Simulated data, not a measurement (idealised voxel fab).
The following is a process module called voxel air gaps.
Square cell edge 5 nm, section width 155 nm, ID cut.
Cross-section format: a grid of square cells, given as bands from top to bottom; each band is one or more rows of cells. What a band's entry tells you: where the top is and where the bottom is, as heights in nm, and after that what lies inside, material by material from left to right, each with its width in nm. Empty space is written as the word "blank", and a single material marked with the word "everywhere" occupies the band from edge to edge. Heads up on the height convention: 0 is the point under which the incoming wafer is all one material, and the lowest band has no bottom, it just keeps going down, like "0 -> down". You'd read "30..40" like this: the band's top row of cells is as wide as the first number, its bottom row is as wide as the second, and going down, every row changes width by the same amount as the row before did. "no change", as given for a step, is the statement that not any cell of the cross-section underwent a change during that step. The entry "Closed void roster" lists the empty spaces that cover at least 8 cells and have no open path to the top. Each is written as width x height at distance, where the distance is measured from the left edge and all three values are in nm. It should be noted that, on the line of a given step, the content following the step's settings is a remark produced by the simulator itself with respect to that step. overlay nm: mask right of planned place by this much (step with mask). Neg. = left.

Plan
1) RECEIVE, material Si
2) CONFORMAL_DEP, material SiO2, thk nm 15
3) CONFORMAL_DEP, material SiCN, thk nm 5
4) DIRECTIONAL_DEP, material lowk, thk nm 35
5) PATTERN, tone open, mask id LINES, material resist, width nm 15, pitch nm 40, thk nm 15, overlay nm 0
6) DIRECTIONAL_ETCH, etch materials lowk, depth nm 35
7) STRIP, etch materials resist
8) CONFORMAL_DEP, material TiN, thk nm 5
9) FILL_DEP, material W, thk nm 5
10) CMP, height nm 55
11) EPI, material Ru, thk nm 10
12) SELECTIVE_ETCH, etch materials lowk, depth nm 45
13) CONFORMAL_DEP, material SiCN, thk nm 5

Cross-section of the wafer upon arrival, representing the state reached after step 1
	0 -> down = Si everywhere
	Closed void roster: none

End-of-module XS, first of two wafers, run as planned
	70 -> 65 = blank 15 nm / SiCN 125 nm / blank 15 nm
	65 -> 55 = blank 15 nm / SiCN 5 nm / Ru 35 nm / SiCN 5 nm / Ru 35 nm / SiCN 5 nm / Ru 35 nm / SiCN 5 nm / blank 15 nm
	55 -> 50 = blank 15 nm / SiCN 15 nm / TiN 5 nm / W 5 nm / TiN 5 nm / SiCN 25 nm / TiN 5 nm / W 5 nm / TiN 5 nm / SiCN 25 nm / TiN 5 nm / W 5 nm / TiN 5 nm / SiCN 15 nm / blank 15 nm
	50 -> 25 = blank 25 nm / SiCN 5 nm / TiN 5 nm / W 5 nm / TiN 5 nm / SiCN 5 nm / blank 15 nm / SiCN 5 nm / TiN 5 nm / W 5 nm / TiN 5 nm / SiCN 5 nm / blank 15 nm / SiCN 5 nm / TiN 5 nm / W 5 nm / TiN 5 nm / SiCN 5 nm / blank 25 nm
	25 -> 20 = SiCN 30 nm / TiN 15 nm / SiCN 25 nm / TiN 15 nm / SiCN 25 nm / TiN 15 nm / SiCN 30 nm
	20 -> 15 = SiCN everywhere
	15 -> 0 = SiO2 everywhere
	0 -> down = Si everywhere
	Closed void roster: 15 x 25 at 50; 15 x 25 at 90

What the second wafer looks like in cross-section once the module is done. Its start and its plan matched the first wafer's exactly; what differed was one mistake in how it was run
	70 -> 65 = SiCN everywhere
	65 -> 55 = Ru everywhere
	55 -> 50 = TiN 35 nm / W 5 nm / TiN 35 nm / W 5 nm / TiN 35 nm / W 5 nm / TiN 35 nm
	50 -> 20 = lowk 30 nm / TiN 5 nm / W 5 nm / TiN 5 nm / lowk 25 nm / TiN 5 nm / W 5 nm / TiN 5 nm / lowk 25 nm / TiN 5 nm / W 5 nm / TiN 5 nm / lowk 30 nm
	20 -> 15 = lowk 30 nm / TiN 15 nm / lowk 25 nm / TiN 15 nm / lowk 25 nm / TiN 15 nm / lowk 30 nm
	15 -> 0 = SiO2 everywhere
	0 -> down = Si everywhere
	Closed void roster: none
Plan not followed: no execution of plan step 3; skipped
Counted in cells at the end, the second wafer holds more or fewer of these materials than the first: Ru: 20 more; SiCN: 101 fewer; TiN: 28 more; W: 3 more; lowk: 154 more
Closed void count at end of process - first wafer: 2; second wafer: 0.
